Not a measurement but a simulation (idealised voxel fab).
Process module in this document: voxel self aligned contacts
Each square cell in cross-section cut measures 5 nm, and the section as a whole is 215 nm wide.
Throughout this document, each cross-section is represented as a grid of square cells and is presented as a sequence of bands enumerated from the top downward, where a band comprises one or more rows of cells.
Quick guide to a band line: top height, bottom height (nm) up front; then every material left to right with its width in nm. Only one material and it's marked "full width"? Then it fills the band edge to edge. And "air" just means empty space.
Height is counted from the level 0, under which the received wafer is composed throughout of one material. The lowest of the bands is not closed at the bottom but continues downward, in the notation "0 and below".
Width spec "30->40" -> top row of cells at first value, bottom row at second value, equal per-row change in between.
The cross-section has no changed cell in any step marked "no alterations made".
"Tabulated closed voids": sealed empty spaces, 8 cells or more, no open way to top, listed width x height at distance, with distance from the left edge and width, height and distance in nm.
On a step's line, text after the settings is the simulator commenting on that step.
overlay nm: on a step with a mask, how far right of its planned place the mask lay; negative means left.
This section lists the process steps that were planned
- 1: RECEIVE,material Si
- 2: OXIDIZE,depth nm 5
- 3: DIRECTIONAL_DEP,material polySi,thk nm 25
- 4: DIRECTIONAL_DEP,material SiN,thk nm 20
- 5: DIRECTIONAL_DEP,material aC,thk nm 10
- 6: PATTERN,tone cover,mask id GATE,material resist,width nm 25,pitch nm 50,thk nm 30,overlay nm 0
- 7: DIRECTIONAL_ETCH,etch materials aC,depth nm 10
- 8: STRIP,etch materials resist
- 9: DIRECTIONAL_ETCH,etch materials SiN,depth nm 20
- 10: DIRECTIONAL_ETCH,etch materials polySi,depth nm 25
- 11: STRIP,etch materials aC
- 12: CONFORMAL_DEP,material SiN,thk nm 5
- 13: DIRECTIONAL_ETCH,etch materials SiN,depth nm 5
- 14: FILL_DEP,material SiO2,thk nm 10
- 15: CMP,height nm 50
- 16: MASKED_ETCH,tone open,mask id CONTACT,width nm 35,etch materials SiO2,depth nm 55,overlay nm 0
- 17: CONFORMAL_DEP,material TiN,thk nm 5
- 18: FILL_DEP,material Ru,thk nm 5
- 19: CMP,height nm 50
- 20: CONFORMAL_DEP,material SiN,thk nm 5
Of two wafers, the first: run according to plan
Delivered wafer in cross-section: state after step 1
  0 and below  Si full width
  Tabulated closed voids: none
State of the wafer after step 2, shown in cross-section
  0 down to -5  SiO2 full width
  Beneath the level -5, the cross-section is identical to its previous state.
State of the wafer after step 3, shown in cross-section
  25 down to 0  polySi full width
  Beneath the level 0, the cross-section is identical to its previous state.
State of the wafer after step 4, shown in cross-section
  45 down to 25  SiN full width
  Beneath the level 25, the cross-section is identical to its previous state.
State of the wafer after step 5, shown in cross-section
  55 down to 45  aC full width
  Beneath the level 45, the cross-section is identical to its previous state.
State of the wafer after step 6, shown in cross-section
  85 down to 55  70 air  25 resist  25 air  25 resist  70 air
  Beneath the level 55, the cross-section is identical to its previous state.
State of the wafer after step 7, shown in cross-section
  75 down to 55  70 air  25 resist  25 air  25 resist  70 air
  55 down to 45  70 air  25 aC  25 air  25 aC  70 air
  Beneath the level 45, the cross-section is identical to its previous state.
State of the wafer after step 8, shown in cross-section
  55 down to 45  70 air  25 aC  25 air  25 aC  70 air
  Beneath the level 45, the cross-section is identical to its previous state.
State of the wafer after step 9, shown in cross-section
  55 down to 45  70 air  25 aC  25 air  25 aC  70 air
  45 down to 25  70 air  25 SiN  25 air  25 SiN  70 air
  Beneath the level 25, the cross-section is identical to its previous state.
State of the wafer after step 10, shown in cross-section
  55 down to 45  70 air  25 aC  25 air  25 aC  70 air
  45 down to 25  70 air  25 SiN  25 air  25 SiN  70 air
  25 down to 0  70 air  25 polySi  25 air  25 polySi  70 air
  Beneath the level 0, the cross-section is identical to its previous state.
State of the wafer after step 11, shown in cross-section
  45 down to 25  70 air  25 SiN  25 air  25 SiN  70 air
  Beneath the level 25, the cross-section is identical to its previous state.
State of the wafer after step 12, shown in cross-section
  50 down to 25  65 air  35 SiN  15 air  35 SiN  65 air
  25 down to 5  65 air  5 SiN  25 polySi  5 SiN  15 air  5 SiN  25 polySi  5 SiN  65 air
  5 down to 0  70 SiN  25 polySi  25 SiN  25 polySi  70 SiN
  Beneath the level 0, the cross-section is identical to its previous state.
State of the wafer after step 13, shown in cross-section
  45 down to 25  65 air  35 SiN  15 air  35 SiN  65 air
  25 down to 0  65 air  5 SiN  25 polySi  5 SiN  15 air  5 SiN  25 polySi  5 SiN  65 air
  Beneath the level 0, the cross-section is identical to its previous state.
State of the wafer after step 14, shown in cross-section
  55 down to 45  SiO2 full width
  45 down to 25  65 SiO2  35 SiN  15 SiO2  35 SiN  65 SiO2
  25 down to 0  65 SiO2  5 SiN  25 polySi  5 SiN  15 SiO2  5 SiN  25 polySi  5 SiN  65 SiO2
  Beneath the level 0, the cross-section is identical to its previous state.
State of the wafer after step 15, shown in cross-section
  50 down to 45  SiO2 full width
  Beneath the level 45, the cross-section is identical to its previous state.
State of the wafer after step 16, shown in cross-section
  50 down to 45  90 SiO2  35 air  90 SiO2
  45 down to 25  65 SiO2  35 SiN  15 air  35 SiN  65 SiO2
  25 down to 0  65 SiO2  5 SiN  25 polySi  5 SiN  15 air  5 SiN  25 polySi  5 SiN  65 SiO2
  0 down to -5  100 SiO2  15 air  100 SiO2
  Beneath the level -5, the cross-section is identical to its previous state.
State of the wafer after step 17, shown in cross-section
  55 down to 50  95 TiN  25 air  95 TiN
  50 down to 45  90 SiO2  15 TiN  5 air  15 TiN  90 SiO2
  45 down to 25  65 SiO2  35 SiN  5 TiN  5 air  5 TiN  35 SiN  65 SiO2
  25 down to 0  65 SiO2  5 SiN  25 polySi  5 SiN  5 TiN  5 air  5 TiN  5 SiN  25 polySi  5 SiN  65 SiO2
  0 down to -5  100 SiO2  15 TiN  100 SiO2
  Beneath the level -5, the cross-section is identical to its previous state.
State of the wafer after step 18, shown in cross-section
  60 down to 55  Ru full width
  55 down to 50  95 TiN  25 Ru  95 TiN
  50 down to 45  90 SiO2  15 TiN  5 Ru  15 TiN  90 SiO2
  45 down to 25  65 SiO2  35 SiN  5 TiN  5 Ru  5 TiN  35 SiN  65 SiO2
  25 down to 0  65 SiO2  5 SiN  25 polySi  5 SiN  5 TiN  5 Ru  5 TiN  5 SiN  25 polySi  5 SiN  65 SiO2
  Beneath the level 0, the cross-section is identical to its previous state.
State of the wafer after step 19, shown in cross-section
  50 down to 45  90 SiO2  15 TiN  5 Ru  15 TiN  90 SiO2
  Beneath the level 45, the cross-section is identical to its previous state.
State of the wafer after step 20, shown in cross-section
  55 down to 50  SiN full width
  Beneath the level 50, the cross-section is identical to its previous state.
Now the other wafer: same start, same recipe, but we messed up one thing when running it. Up to and including step 15 it's the same as the first one
X-section, second wafer, when step 16 was due to finish
  50 down to 45  95 SiO2  35 air  85 SiO2
  45 down to 25  65 SiO2  35 SiN  15 air  35 SiN  65 SiO2
  25 down to 0  65 SiO2  5 SiN  25 polySi  5 SiN  15 air  5 SiN  25 polySi  5 SiN  65 SiO2
  0 down to -5  100 SiO2  15 air  100 SiO2
  Beneath the level -5, the cross-section is identical to its previous state.
X-section, second wafer, when step 17 was due to finish
  55 down to 50  100 TiN  25 air  90 TiN
  50 down to 45  95 SiO2  10 TiN  5 air  20 TiN  85 SiO2
  45 down to 25  65 SiO2  35 SiN  5 TiN  5 air  5 TiN  35 SiN  65 SiO2
  25 down to 0  65 SiO2  5 SiN  25 polySi  5 SiN  5 TiN  5 air  5 TiN  5 SiN  25 polySi  5 SiN  65 SiO2
  0 down to -5  100 SiO2  15 TiN  100 SiO2
  Beneath the level -5, the cross-section is identical to its previous state.
X-section, second wafer, when step 18 was due to finish
  60 down to 55  Ru full width
  55 down to 50  100 TiN  25 Ru  90 TiN
  50 down to 45  95 SiO2  10 TiN  5 Ru  20 TiN  85 SiO2
  45 down to 25  65 SiO2  35 SiN  5 TiN  5 Ru  5 TiN  35 SiN  65 SiO2
  25 down to 0  65 SiO2  5 SiN  25 polySi  5 SiN  5 TiN  5 Ru  5 TiN  5 SiN  25 polySi  5 SiN  65 SiO2
  Beneath the level 0, the cross-section is identical to its previous state.
X-section, second wafer, when step 19 was due to finish
  50 down to 45  95 SiO2  10 TiN  5 Ru  20 TiN  85 SiO2
  Beneath the level 45, the cross-section is identical to its previous state.
X-section, second wafer, when step 20 was due to finish
  55 down to 50  SiN full width
  Beneath the level 50, the cross-section is identical to its previous state.
Diagnosis: in deviation from the planned setting, step 16 was conducted as MASKED_ETCH,tone open,mask id CONTACT,width nm 35,etch materials SiO2,depth nm 55,overlay nm 5
At the close, every material occupies the same number of cells on the second wafer as on the first, only in different positions.
